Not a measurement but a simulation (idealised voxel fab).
Process module, titled voxel spacer lines
Section cut is 195 nm wide and gridded with 5 nm square cells.
For the purposes of this document, a cross-section shall be understood as a grid of square cells, specified as bands listed in top-to-bottom order, each band consisting of one or more rows of cells. Look at the band entry: it leads with the top's height and the bottom's height in nm. Then it lists the materials left to right, with a width in nm for each. The word "all across" on a single material says that material fills the band edge to edge. The word "blank" is empty space. Heights are reckoned from 0. Under this level, the received wafer is all of one material. The bottommost band is open-ended downward, for example "0 and below". Width "30->40": first value at the band's top row of cells, second value at its bottom row, equal change from row to row. "changes: none" after a step means that no cell of the cross-section changed. For the entry "Closed void roster", the listed items are empty spaces with no open way to the top whose size is 8 cells or more; each item follows the pattern width x height at distance, where distance is from the left edge and all three are in nm. Where a step's line continues beyond its settings, the continuation is a remark by the simulator itself on that step. overlay nm: mask right of planned place by this much (step with mask). Neg. = left.
[The planned process steps are enumerated hereunder]
1,RECEIVE (material Si)
2,CONFORMAL_DEP (material Al2O3; thk nm 5)
3,DIRECTIONAL_DEP (material TiN; thk nm 15)
4,DIRECTIONAL_DEP (material polySi; thk nm 30)
5,PATTERN (tone cover; mask id MANDREL; material resist; width nm 20; pitch nm 70; thk nm 35; overlay nm 0)
6,DIRECTIONAL_ETCH (etch materials polySi; depth nm 30)
7,STRIP (etch materials resist)
8,CONFORMAL_DEP (material SiO2; thk nm 15)
9,DIRECTIONAL_ETCH (etch materials SiO2; depth nm 15)
10,STRIP (etch materials polySi)
11,DIRECTIONAL_ETCH (etch materials TiN; depth nm 15)
12,STRIP (etch materials SiO2)
[The first of the two wafers, which ran as planned]
[Cross-section of the incoming wafer, state after step 1]
    0 and below: Si all across
    Closed void roster: none
[The wafer, seen in cross-section, after step 2]
    5 down to 0: Al2O3 all across
    Lower than 0, everything is as it was.
[The wafer, seen in cross-section, after step 3]
    20 down to 5: TiN all across
    Lower than 5, everything is as it was.
[The wafer, seen in cross-section, after step 4]
    50 down to 20: polySi all across
    Lower than 20, everything is as it was.
[The wafer, seen in cross-section, after step 5]
    85 down to 50: blank: 15, then resist: 20, then blank: 50, then resist: 20, then blank: 50, then resist: 20, then blank: 20
    Lower than 50, everything is as it was.
[The wafer, seen in cross-section, after step 6]
    85 down to 50: blank: 15, then resist: 20, then blank: 50, then resist: 20, then blank: 50, then resist: 20, then blank: 20
    50 down to 20: blank: 15, then polySi: 20, then blank: 50, then polySi: 20, then blank: 50, then polySi: 20, then blank: 20
    Lower than 20, everything is as it was.
[The wafer, seen in cross-section, after step 7]
    50 down to 20: blank: 15, then polySi: 20, then blank: 50, then polySi: 20, then blank: 50, then polySi: 20, then blank: 20
    Lower than 20, everything is as it was.
[The wafer, seen in cross-section, after step 8]
    65 down to 50: SiO2: 50, then blank: 20, then SiO2: 50, then blank: 20, then SiO2: 50, then blank: 5
    50 down to 35: SiO2: 15, then polySi: 20, then SiO2: 15, then blank: 20, then SiO2: 15, then polySi: 20, then SiO2: 15, then blank: 20, then SiO2: 15, then polySi: 20, then SiO2: 15, then blank: 5
    35 down to 20: SiO2: 15, then polySi: 20, then SiO2: 50, then polySi: 20, then SiO2: 50, then polySi: 20, then SiO2: 20
    Lower than 20, everything is as it was.
[The wafer, seen in cross-section, after step 9]
    50 down to 20: SiO2: 15, then polySi: 20, then SiO2: 15, then blank: 20, then SiO2: 15, then polySi: 20, then SiO2: 15, then blank: 20, then SiO2: 15, then polySi: 20, then SiO2: 15, then blank: 5
    Lower than 20, everything is as it was.
[The wafer, seen in cross-section, after step 10]
    50 down to 20: SiO2: 15, then blank: 20, then SiO2: 15, then blank: 20, then SiO2: 15, then blank: 20, then SiO2: 15, then blank: 20, then SiO2: 15, then blank: 20, then SiO2: 15, then blank: 5
    Lower than 20, everything is as it was.
[The wafer, seen in cross-section, after step 11]
    50 down to 20: SiO2: 15, then blank: 20, then SiO2: 15, then blank: 20, then SiO2: 15, then blank: 20, then SiO2: 15, then blank: 20, then SiO2: 15, then blank: 20, then SiO2: 15, then blank: 5
    20 down to 5: TiN: 15, then blank: 20, then TiN: 15, then blank: 20, then TiN: 15, then blank: 20, then TiN: 15, then blank: 20, then TiN: 15, then blank: 20, then TiN: 15, then blank: 5
    Lower than 5, everything is as it was.
[The wafer, seen in cross-section, after step 12]
    20 down to 5: TiN: 15, then blank: 20, then TiN: 15, then blank: 20, then TiN: 15, then blank: 20, then TiN: 15, then blank: 20, then TiN: 15, then blank: 20, then TiN: 15, then blank: 5
    Lower than 5, everything is as it was.
[The remaining wafer, second of the two, started like the first and was run to the same plan, except that one mistake was made along the way; the two coincide through step 4, inclusive]
[What the second wafer looks like in cross-section when step 5 should have wrapped up]
    85 down to 50: blank: 20, then resist: 20, then blank: 50, then resist: 20, then blank: 50, then resist: 20, then blank: 15
    Lower than 50, everything is as it was.
[What the second wafer looks like in cross-section when step 6 should have wrapped up]
    85 down to 50: blank: 20, then resist: 20, then blank: 50, then resist: 20, then blank: 50, then resist: 20, then blank: 15
    50 down to 20: blank: 20, then polySi: 20, then blank: 50, then polySi: 20, then blank: 50, then polySi: 20, then blank: 15
    Lower than 20, everything is as it was.
[What the second wafer looks like in cross-section when step 7 should have wrapped up]
    50 down to 20: blank: 20, then polySi: 20, then blank: 50, then polySi: 20, then blank: 50, then polySi: 20, then blank: 15
    Lower than 20, everything is as it was.
[What the second wafer looks like in cross-section when step 8 should have wrapped up]
    65 down to 50: blank: 5, then SiO2: 50, then blank: 20, then SiO2: 50, then blank: 20, then SiO2: 50
    50 down to 35: blank: 5, then SiO2: 15, then polySi: 20, then SiO2: 15, then blank: 20, then SiO2: 15, then polySi: 20, then SiO2: 15, then blank: 20, then SiO2: 15, then polySi: 20, then SiO2: 15
    35 down to 20: SiO2: 20, then polySi: 20, then SiO2: 50, then polySi: 20, then SiO2: 50, then polySi: 20, then SiO2: 15
    Lower than 20, everything is as it was.
[What the second wafer looks like in cross-section when step 9 should have wrapped up]
    50 down to 20: blank: 5, then SiO2: 15, then polySi: 20, then SiO2: 15, then blank: 20, then SiO2: 15, then polySi: 20, then SiO2: 15, then blank: 20, then SiO2: 15, then polySi: 20, then SiO2: 15
    Lower than 20, everything is as it was.
[What the second wafer looks like in cross-section when step 10 should have wrapped up]
    50 down to 20: blank: 5, then SiO2: 15, then blank: 20, then SiO2: 15, then blank: 20, then SiO2: 15, then blank: 20, then SiO2: 15, then blank: 20, then SiO2: 15, then blank: 20, then SiO2: 15
    Lower than 20, everything is as it was.
[What the second wafer looks like in cross-section when step 11 should have wrapped up]
    50 down to 20: blank: 5, then SiO2: 15, then blank: 20, then SiO2: 15, then blank: 20, then SiO2: 15, then blank: 20, then SiO2: 15, then blank: 20, then SiO2: 15, then blank: 20, then SiO2: 15
    20 down to 5: blank: 5, then TiN: 15, then blank: 20, then TiN: 15, then blank: 20, then TiN: 15, then blank: 20, then TiN: 15, then blank: 20, then TiN: 15, then blank: 20, then TiN: 15
    Lower than 5, everything is as it was.
[What the second wafer looks like in cross-section when step 12 should have wrapped up]
    20 down to 5: blank: 5, then TiN: 15, then blank: 20, then TiN: 15, then blank: 20, then TiN: 15, then blank: 20, then TiN: 15, then blank: 20, then TiN: 15, then blank: 20, then TiN: 15
    Lower than 5, everything is as it was.
The plan and the run diverged here: step 5 was processed under conditions differing from the plan, specifically as PATTERN (tone cover; mask id MANDREL; material resist; width nm 20; pitch nm 70; thk nm 35; overlay nm 5)
If you tally the cells, the second wafer ends up with the same amount of every material as the first; it's all just sitting in different places.
